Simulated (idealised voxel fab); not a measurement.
Name of the process module below: voxel self aligned vias
Square cells of 5 nm make up the cross-section cut, whose width is 270 nm.
Bands, listed from the top down, are how a cross-section gets written in this document; the cross-section itself is a grid of square cells, and a band is one or more rows of them. Band: top and bottom heights (nm) first, top before bottom; then materials from left to right, widths in nm. "edge to edge" marks a sole material filling the band edge to edge. "blank" denotes empty space. Note: height 0 marks the level under which the wafer is uniformly one material as received. Lowest band unbounded below, written "0 down". Width spec "30->40" -> top row of cells at first value, bottom row at second value, equal per-row change in between. Step note "nothing got changed" = no cross-section cell changed. Look at "Enclosed void list" for the closed voids: empty spaces with no open path to the top, sized 8 cells or up. Each is width x height at distance, distance from the left edge, all nm. Heads up: the bit after the settings on a step's line is the simulator's remark on that step. The optional step-line setting "overlay nm" applies to steps with a mask and quantifies how far to the right of its planned location the mask lay, a negative value indicating leftward placement.

SO HERE'S THE LINEUP OF PROCESS STEPS WE PLANNED
- 1: RECEIVE: material Si
- 2: CONFORMAL_DEP: material SiO2, thk nm 15
- 3: CONFORMAL_DEP: material SiCN, thk nm 5
- 4: DIRECTIONAL_DEP: material lowk, thk nm 30
- 5: MASKED_ETCH: tone open, mask id LINES, width nm 25, pitch nm 75, etch materials lowk, depth nm 30, overlay nm 0
- 6: CONFORMAL_DEP: material TiN, thk nm 5
- 7: FILL_DEP: material W, thk nm 10
- 8: CMP: height nm 50
- 9: SELECTIVE_ETCH: etch materials W Ru TiN, depth nm 5
- 10: FILL_DEP: material SiN, thk nm 5
- 11: CMP: height nm 50
- 12: DIRECTIONAL_DEP: material lowk, thk nm 15
- 13: MASKED_ETCH: tone open, mask id VIAS, width nm 35, pitch nm 75, etch materials lowk, depth nm 15, overlay nm 0
- 14: MASKED_ETCH: tone open, mask id VIAS, width nm 45, pitch nm 75, etch materials SiN, depth nm 5, overlay nm 0
- 15: CONFORMAL_DEP: material TiN, thk nm 5
- 16: FILL_DEP: material Cu, thk nm 10
- 17: CMP: height nm 65
- 18: CONFORMAL_DEP: material SiN, thk nm 5
The width nm used in step 13 is not the same on every wafer, whereas the starting condition is; the value printed in the plan is the first wafer's.

HERE'S THE FIRST OF THE WAFERS IN CROSS-SECTION, JUST AS WE GOT IT, I.E. AFTER STEP 1
- 0 down  Si edge to edge
- Enclosed void list: none

CROSS-SECTION AFTER STEP 18, THE FINAL STEP OF THE MODULE, FOR THE FIRST OF SEVERAL WAFERS
- 70 to 65  SiN edge to edge
- 65 to 55  lowk (40) / TiN (5) / Cu (25) / TiN (5) / lowk (40) / TiN (5) / Cu (25) / TiN (5) / lowk (40) / TiN (5) / Cu (25) / TiN (5) / lowk (45)
- 55 to 50  lowk (40) / TiN (10) / Cu (15) / TiN (10) / lowk (40) / TiN (10) / Cu (15) / TiN (10) / lowk (40) / TiN (10) / Cu (15) / TiN (10) / lowk (45)
- 50 to 45  lowk (45) / TiN (25) / lowk (50) / TiN (25) / lowk (50) / TiN (25) / lowk (50)
- 45 to 25  lowk (45) / TiN (5) / W (15) / TiN (5) / lowk (50) / TiN (5) / W (15) / TiN (5) / lowk (50) / TiN (5) / W (15) / TiN (5) / lowk (50)
- 25 to 20  lowk (45) / TiN (25) / lowk (50) / TiN (25) / lowk (50) / TiN (25) / lowk (50)
- 20 to 15  SiCN edge to edge
- 15 to 0  SiO2 edge to edge
- 0 down  Si edge to edge
- Enclosed void list: none

THE FINAL WAFER, SECTIONED AT MODULE END
- 70 to 65  SiN edge to edge
- 65 to 55  lowk (30) / TiN (5) / Cu (50) / TiN (5) / lowk (15) / TiN (5) / Cu (50) / TiN (5) / lowk (15) / TiN (5) / Cu (50) / TiN (5) / lowk (30)
- 55 to 50  lowk (30) / TiN (20) / Cu (15) / TiN (25) / lowk (15) / TiN (20) / Cu (15) / TiN (25) / lowk (15) / TiN (20) / Cu (15) / TiN (25) / lowk (30)
- 50 to 45  lowk (45) / TiN (25) / lowk (50) / TiN (25) / lowk (50) / TiN (25) / lowk (50)
- 45 to 25  lowk (45) / TiN (5) / W (15) / TiN (5) / lowk (50) / TiN (5) / W (15) / TiN (5) / lowk (50) / TiN (5) / W (15) / TiN (5) / lowk (50)
- 25 to 20  lowk (45) / TiN (25) / lowk (50) / TiN (25) / lowk (50) / TiN (25) / lowk (50)
- 20 to 15  SiCN edge to edge
- 15 to 0  SiO2 edge to edge
- 0 down  Si edge to edge
- Enclosed void list: none

EACH ROW BELOW IS A WAFER AT THE END OF THE MODULE, LISTING FOR EVERY MATERIAL THE NUMBER OF CELLS IT HAS GAINED (+) OR LOST (-) SINCE IT WAS RECEIVED, FOLLOWED BY ITS CLOSED VOIDS
width nm 35; +39 Cu; +54 SiCN; +54 SiN; +162 SiO2; +78 TiN; +36 W; +333 lowk; Enclosed void list: none
width nm 40; +45 Cu; +54 SiCN; +54 SiN; +162 SiO2; +81 TiN; +36 W; +324 lowk; Enclosed void list: none
width nm 45; +51 Cu; +54 SiCN; +54 SiN; +162 SiO2; +84 TiN; +36 W; +315 lowk; Enclosed void list: none
width nm 50; +57 Cu; +54 SiCN; +54 SiN; +162 SiO2; +87 TiN; +36 W; +306 lowk; Enclosed void list: none
width nm 55; +63 Cu; +54 SiCN; +54 SiN; +162 SiO2; +90 TiN; +36 W; +297 lowk; Enclosed void list: none
width nm 60; +69 Cu; +54 SiCN; +54 SiN; +162 SiO2; +93 TiN; +36 W; +288 lowk; Enclosed void list: none
